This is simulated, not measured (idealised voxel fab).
Herein follows the process module entitled voxel wiring stack.
cross-section cut | 230 nm wide | cells 5 nm
Notation: cross-section as square-cell grid; stated in bands, top first, going down; one or more cell rows per band.
Within each band entry, the heights of the top and of the bottom of the band appear first, in that order and in nm; the materials of the band then follow from left to right, each with its corresponding width in nm. The designation "all across" on a single material indicates that it fills the band from edge to edge; the designation "blank" indicates empty space.
Where do heights start? At 0: under that level the wafer as delivered is made of one material only. And the lowest band has no floor; it just carries on downward, as in "from 0 down".
Think of "30->40" as a width that walks from the first number to the second as you go down the band, top row to bottom row, taking equal-sized steps from row to row.
For the purposes of this document, the phrase "nothing changed" attached to a step denotes that no cell within the cross-section was modified by that step.
"Entrapped void list" specifies each empty space that is not open to the top and that occupies no fewer than 8 cells, using the form width x height at distance, the distance measured from the left edge and all three quantities in nm.
Where a step's line continues beyond its settings, the continuation is a remark by the simulator itself on that step.
overlay nm: step with mask; distance mask lay right of planned place; negative value = left of planned place.

-- List of planned process steps
- 1: RECEIVE (material Si)
- 2: CONFORMAL_DEP (material SiO2; thk nm 15)
- 3: CONFORMAL_DEP (material SiCN; thk nm 5)
- 4: DIRECTIONAL_DEP (material SiO2; thk nm 25)
- 5: DIRECTIONAL_DEP (material aC; thk nm 10)
- 6: PATTERN (tone open; mask id METAL_1; material resist; width nm 25; pitch nm 50; thk nm 25; overlay nm 0)
- 7: DIRECTIONAL_ETCH (etch materials aC; depth nm 10)
- 8: STRIP (etch materials resist)
- 9: DIRECTIONAL_ETCH (etch materials SiO2; depth nm 15)
- 10: DIRECTIONAL_ETCH (etch materials SiCN; depth nm 5)
- 11: STRIP (etch materials aC)
- 12: CONFORMAL_DEP (material TiN; thk nm 5)
- 13: FILL_DEP (material W; thk nm 5)
- 14: CMP (height nm 45)
- 15: CONFORMAL_DEP (material SiCN; thk nm 5)
- 16: DIRECTIONAL_DEP (material lowk; thk nm 15)
- 17: DIRECTIONAL_DEP (material aC; thk nm 15)
- 18: PATTERN (tone open; mask id PLUG_1; material resist; width nm 15; pitch nm 100; thk nm 35; overlay nm 0)
- 19: DIRECTIONAL_ETCH (etch materials aC; depth nm 15)
- 20: STRIP (etch materials resist)
- 21: DIRECTIONAL_ETCH (etch materials lowk; depth nm 15)
- 22: DIRECTIONAL_ETCH (etch materials SiCN; depth nm 5)
- 23: STRIP (etch materials aC)
- 24: EPI (material Ru; thk nm 10)
- 25: EPI (material Ru; thk nm 10)
- 26: CONFORMAL_DEP (material SiN; thk nm 5)
- 27: DIRECTIONAL_DEP (material SiO2; thk nm 20)
- 28: MASKED_ETCH (tone open; mask id METAL_2; width nm 25; pitch nm 50; etch materials SiO2; depth nm 20; overlay nm 0)
- 29: MASKED_ETCH (tone open; mask id METAL_2; width nm 25; pitch nm 50; etch materials SiN; depth nm 5; overlay nm 0)
- 30: CONFORMAL_DEP (material TiN; thk nm 5)
- 31: FILL_DEP (material Cu; thk nm 10)
- 32: CMP (height nm 90)
- 33: CONFORMAL_DEP (material SiCN; thk nm 5)
- 34: DIRECTIONAL_DEP (material SiO2; thk nm 10)
- 35: DIRECTIONAL_DEP (material aC; thk nm 15)
- 36: PATTERN (tone open; mask id PLUG_2; material resist; width nm 15; pitch nm 100; thk nm 30; overlay nm 0)
- 37: DIRECTIONAL_ETCH (etch materials aC; depth nm 15)
- 38: STRIP (etch materials resist)
- 39: DIRECTIONAL_ETCH (etch materials SiO2; depth nm 10)
- 40: DIRECTIONAL_ETCH (etch materials SiCN; depth nm 5)
- 41: STRIP (etch materials aC)
- 42: CONFORMAL_DEP (material TiN; thk nm 5)
- 43: FILL_DEP (material Ru; thk nm 5)
- 44: CMP (height nm 105)
- 45: DIRECTIONAL_DEP (material TiN; thk nm 5)
- 46: DIRECTIONAL_DEP (material Ru; thk nm 25)
- 47: DIRECTIONAL_DEP (material aC; thk nm 10)
- 48: PATTERN (tone cover; mask id METAL_3; material resist; width nm 25; pitch nm 50; thk nm 30; overlay nm 0)
- 49: DIRECTIONAL_ETCH (etch materials aC; depth nm 10)
- 50: STRIP (etch materials resist)
- 51: DIRECTIONAL_ETCH (etch materials Ru; depth nm 25)
- 52: DIRECTIONAL_ETCH (etch materials TiN; depth nm 5)
- 53: STRIP (etch materials aC)
- 54: CONFORMAL_DEP (material SiCN; thk nm 5)
- 55: FILL_DEP (material SiO2; thk nm 10)
- 56: CMP (height nm 135)
- 57: CONFORMAL_DEP (material SiCN; thk nm 5)
- 58: DIRECTIONAL_DEP (material lowk; thk nm 10)
- 59: PATTERN (tone open; mask id PLUG_3; material resist; width nm 15; pitch nm 100; thk nm 20; overlay nm 0)
- 60: DIRECTIONAL_ETCH (etch materials lowk; depth nm 10)
- 61: DIRECTIONAL_ETCH (etch materials SiCN; depth nm 5)
- 62: STRIP (etch materials resist)
- 63: CONFORMAL_DEP (material TiN; thk nm 5)
- 64: FILL_DEP (material Ru; thk nm 5)
- 65: CMP (height nm 150)
- 66: DIRECTIONAL_DEP (material TiN; thk nm 5)
- 67: DIRECTIONAL_DEP (material W; thk nm 20)
- 68: PATTERN (tone cover; mask id METAL_4; material resist; width nm 25; pitch nm 50; thk nm 20; overlay nm 0)
- 69: DIRECTIONAL_ETCH (etch materials W; depth nm 20)
- 70: DIRECTIONAL_ETCH (etch materials TiN; depth nm 5)
- 71: STRIP (etch materials resist)
- 72: FILL_DEP (material SiO2; thk nm 5)
- 73: CMP (height nm 175)
- 74: CONFORMAL_DEP (material SiN; thk nm 5)
The depth nm used in step 9 is not the same on every wafer, whereas the starting condition is; the value printed in the plan is the first wafer's.

-- Step 1 complete: as-received cross-section of the first of several wafers
- from 0 down: Si all across
- Entrapped void list: none

-- Gained (+) or lost (-) cells of each material since receipt, then closed voids: one row per wafer, at the end of the module
depth nm 15, +48 Cu, +132 Ru, +232 SiCN, +72 SiN, +712 SiO2, +156 TiN, +104 W, +200 lowk, Entrapped void list: none
depth nm 20, +48 Cu, +132 Ru, +232 SiCN, +72 SiN, +692 SiO2, +164 TiN, +116 W, +200 lowk, Entrapped void list: none
depth nm 25, +48 Cu, +132 Ru, +212 SiCN, +72 SiN, +672 SiO2, +180 TiN, +140 W, +200 lowk, Entrapped void list: none
depth nm 30, +48 Cu, +132 Ru, +212 SiCN, +72 SiN, +672 SiO2, +180 TiN, +140 W, +200 lowk, Entrapped void list: none
depth nm 35, +48 Cu, +132 Ru, +212 SiCN, +72 SiN, +672 SiO2, +180 TiN, +140 W, +200 lowk, Entrapped void list: none
depth nm 40, +48 Cu, +132 Ru, +212 SiCN, +72 SiN, +672 SiO2, +180 TiN, +140 W, +200 lowk, Entrapped void list: none
